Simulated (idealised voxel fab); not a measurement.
Process module name: voxel gate over fins
Displayed cross-section: cut, width of 275 nm, square cells sized 5 nm.
A cross-section is a grid of square cells, given in bands from the top down. A band is one or more rows of cells. What a band's entry tells you: where the top is and where the bottom is, as heights in nm, and after that what lies inside, material by material from left to right, each with its width in nm. Empty space is written as the word "air", and a single material marked with the word "all across" occupies the band from edge to edge. Heights are measured from 0, the level below which the as-received wafer is all one material; the lowest band has no bottom and continues downward, written as in "top 0, no bottom". Per-row width for "30..40": begins at first number (top row of band), ends at second number (bottom row), increment between rows held constant. Key: "left unchanged" - step with no changed cell in the cross-section. Entry "Listed closed voids" = empty spaces >= 8 cells with no open way to the top; each as width x height at distance, distance from left edge, all nm. Formally, on a step line, whatever follows the settings is a remark that the simulator itself makes on the step. Steps that use a mask can have "overlay nm" on their line. It says how far the mask sat to the right of where it was meant to be. Negative means to the left.

This section lists the process steps that were planned
1: RECEIVE,material Si
2: CONFORMAL_DEP,material SiN,thk nm 10
3: DIRECTIONAL_DEP,material aC,thk nm 10
4: PATTERN,tone cover,mask id FINS,material resist,width nm 15,pitch nm 55,thk nm 25,overlay nm 0
5: DIRECTIONAL_ETCH,etch materials aC,depth nm 10
6: STRIP,etch materials resist
7: DIRECTIONAL_ETCH,etch materials SiN,depth nm 10
8: DIRECTIONAL_ETCH,etch materials Si,depth nm 40
9: STRIP,etch materials aC
10: OXIDIZE,depth nm 5
11: FILL_DEP,material SiO2,thk nm 5
12: CMP,height nm 10
13: PATTERN,tone open,mask id RAIL,material resist,width nm 15,thk nm 15,overlay nm 0
14: DIRECTIONAL_ETCH,etch materials SiO2,depth nm 45
15: STRIP,etch materials resist
16: CONFORMAL_DEP,material TiN,thk nm 5
17: FILL_DEP,material W,thk nm 10
18: CMP,height nm 10
19: SELECTIVE_ETCH,etch materials W Ru TiN,depth nm 30
20: FILL_DEP,material SiO2,thk nm 5
21: CMP,height nm 10
22: SELECTIVE_ETCH,etch materials SiO2,depth nm 25
23: STRIP,etch materials SiN
24: CONFORMAL_DEP,material HfO2,thk nm 5
25: CONFORMAL_DEP,material TiN,thk nm 5
26: CONFORMAL_DEP,material TiAl,thk nm 5
27: CONFORMAL_DEP,material TiN,thk nm 5
28: FILL_DEP,material W,thk nm 10
29: CMP,height nm 25
30: CONFORMAL_DEP,material SiN,thk nm 5

Cross-section, incoming material, after step 1
* top 0, no bottom = Si all across
* Listed closed voids: none

As-planned run: cross-section of the first of two wafers at end of module
* top 30, bottom 25 = SiN all across
* top 25, bottom 20 = W all across
* top 20, bottom 15 = W: 60 | TiN: 45 | W: 10 | TiN: 45 | W: 10 | TiN: 45 | W: 60
* top 15, bottom 10 = W: 60 | TiN: 5 | TiAl: 35 | TiN: 5 | W: 10 | TiN: 5 | TiAl: 35 | TiN: 5 | W: 10 | TiN: 5 | TiAl: 35 | TiN: 5 | W: 60
* top 10, bottom 5 = W: 60 | TiN: 5 | TiAl: 5 | TiN: 25 | TiAl: 5 | TiN: 5 | W: 10 | TiN: 5 | TiAl: 5 | TiN: 25 | TiAl: 5 | TiN: 5 | W: 10 | TiN: 5 | TiAl: 5 | TiN: 25 | TiAl: 5 | TiN: 5 | W: 60
* top 5, bottom 0 = TiN: 65 | TiAl: 5 | TiN: 5 | HfO2: 15 | TiN: 5 | TiAl: 5 | TiN: 20 | TiAl: 5 | TiN: 5 | HfO2: 15 | TiN: 5 | TiAl: 5 | TiN: 20 | TiAl: 5 | TiN: 5 | HfO2: 15 | TiN: 5 | TiAl: 5 | TiN: 65
* top 0, bottom -5 = TiAl: 70 | TiN: 5 | HfO2: 5 | Si: 5 | HfO2: 5 | TiN: 5 | TiAl: 30 | TiN: 5 | HfO2: 5 | Si: 5 | HfO2: 5 | TiN: 5 | TiAl: 30 | TiN: 5 | HfO2: 5 | Si: 5 | HfO2: 5 | TiN: 5 | TiAl: 70
* top -5, bottom -10 = TiN: 75 | HfO2: 5 | Si: 5 | HfO2: 5 | TiN: 40 | HfO2: 5 | Si: 5 | HfO2: 5 | TiN: 40 | HfO2: 5 | Si: 5 | HfO2: 5 | TiN: 75
* top -10, bottom -15 = HfO2: 80 | Si: 5 | HfO2: 50 | Si: 5 | HfO2: 50 | Si: 5 | HfO2: 80
* top -15, bottom -20 = SiO2: 80 | Si: 5 | SiO2: 50 | Si: 5 | SiO2: 50 | Si: 5 | SiO2: 80
* top -20, bottom -30 = SiO2: 80 | Si: 5 | SiO2: 15 | TiN: 5 | W: 5 | TiN: 5 | SiO2: 20 | Si: 5 | SiO2: 50 | Si: 5 | SiO2: 80
* top -30, bottom -35 = SiO2: 80 | Si: 5 | SiO2: 15 | TiN: 15 | SiO2: 20 | Si: 5 | SiO2: 50 | Si: 5 | SiO2: 80
* top -35, bottom -45 = SiO2: 80 | Si: 5 | SiO2: 50 | Si: 5 | SiO2: 50 | Si: 5 | SiO2: 80
* top -45, no bottom = Si all across
* Listed closed voids: none

Wafer two, end of module, cross-section. Same start, same plan as wafer one. One mistake in the run
* top 30, bottom 25 = SiN all across
* top 25, bottom 20 = W all across
* top 20, bottom 15 = W: 60 | TiN: 45 | W: 10 | TiN: 45 | W: 10 | TiN: 45 | W: 60
* top 15, bottom 10 = W: 60 | TiN: 5 | TiAl: 35 | TiN: 5 | W: 10 | TiN: 5 | TiAl: 35 | TiN: 5 | W: 10 | TiN: 5 | TiAl: 35 | TiN: 5 | W: 60
* top 10, bottom 5 = W: 60 | TiN: 5 | TiAl: 5 | HfO2: 25 | TiAl: 5 | TiN: 5 | W: 10 | TiN: 5 | TiAl: 5 | HfO2: 25 | TiAl: 5 | TiN: 5 | W: 10 | TiN: 5 | TiAl: 5 | HfO2: 25 | TiAl: 5 | TiN: 5 | W: 60
* top 5, bottom 0 = TiN: 65 | TiAl: 5 | HfO2: 5 | TiN: 15 | HfO2: 5 | TiAl: 5 | TiN: 20 | TiAl: 5 | HfO2: 5 | TiN: 15 | HfO2: 5 | TiAl: 5 | TiN: 20 | TiAl: 5 | HfO2: 5 | TiN: 15 | HfO2: 5 | TiAl: 5 | TiN: 65
* top 0, bottom -5 = TiAl: 70 | HfO2: 5 | TiN: 5 | Si: 5 | TiN: 5 | HfO2: 5 | TiAl: 30 | HfO2: 5 | TiN: 5 | Si: 5 | TiN: 5 | HfO2: 5 | TiAl: 30 | HfO2: 5 | TiN: 5 | Si: 5 | TiN: 5 | HfO2: 5 | TiAl: 70
* top -5, bottom -10 = HfO2: 75 | TiN: 5 | Si: 5 | TiN: 5 | HfO2: 40 | TiN: 5 | Si: 5 | TiN: 5 | HfO2: 40 | TiN: 5 | Si: 5 | TiN: 5 | HfO2: 75
* top -10, bottom -15 = TiN: 80 | Si: 5 | TiN: 50 | Si: 5 | TiN: 50 | Si: 5 | TiN: 80
* top -15, bottom -20 = SiO2: 80 | Si: 5 | SiO2: 50 | Si: 5 | SiO2: 50 | Si: 5 | SiO2: 80
* top -20, bottom -30 = SiO2: 80 | Si: 5 | SiO2: 15 | TiN: 5 | W: 5 | TiN: 5 | SiO2: 20 | Si: 5 | SiO2: 50 | Si: 5 | SiO2: 80
* top -30, bottom -35 = SiO2: 80 | Si: 5 | SiO2: 15 | TiN: 15 | SiO2: 20 | Si: 5 | SiO2: 50 | Si: 5 | SiO2: 80
* top -35, bottom -45 = SiO2: 80 | Si: 5 | SiO2: 50 | Si: 5 | SiO2: 50 | Si: 5 | SiO2: 80
* top -45, no bottom = Si all across
* Listed closed voids: none
Misprocessing identified: plan vs actual: 24 and 25 interchanged
Upon completion, the cell count for each material on the second wafer equals that on the first, whereas the spatial distribution of those cells differs.
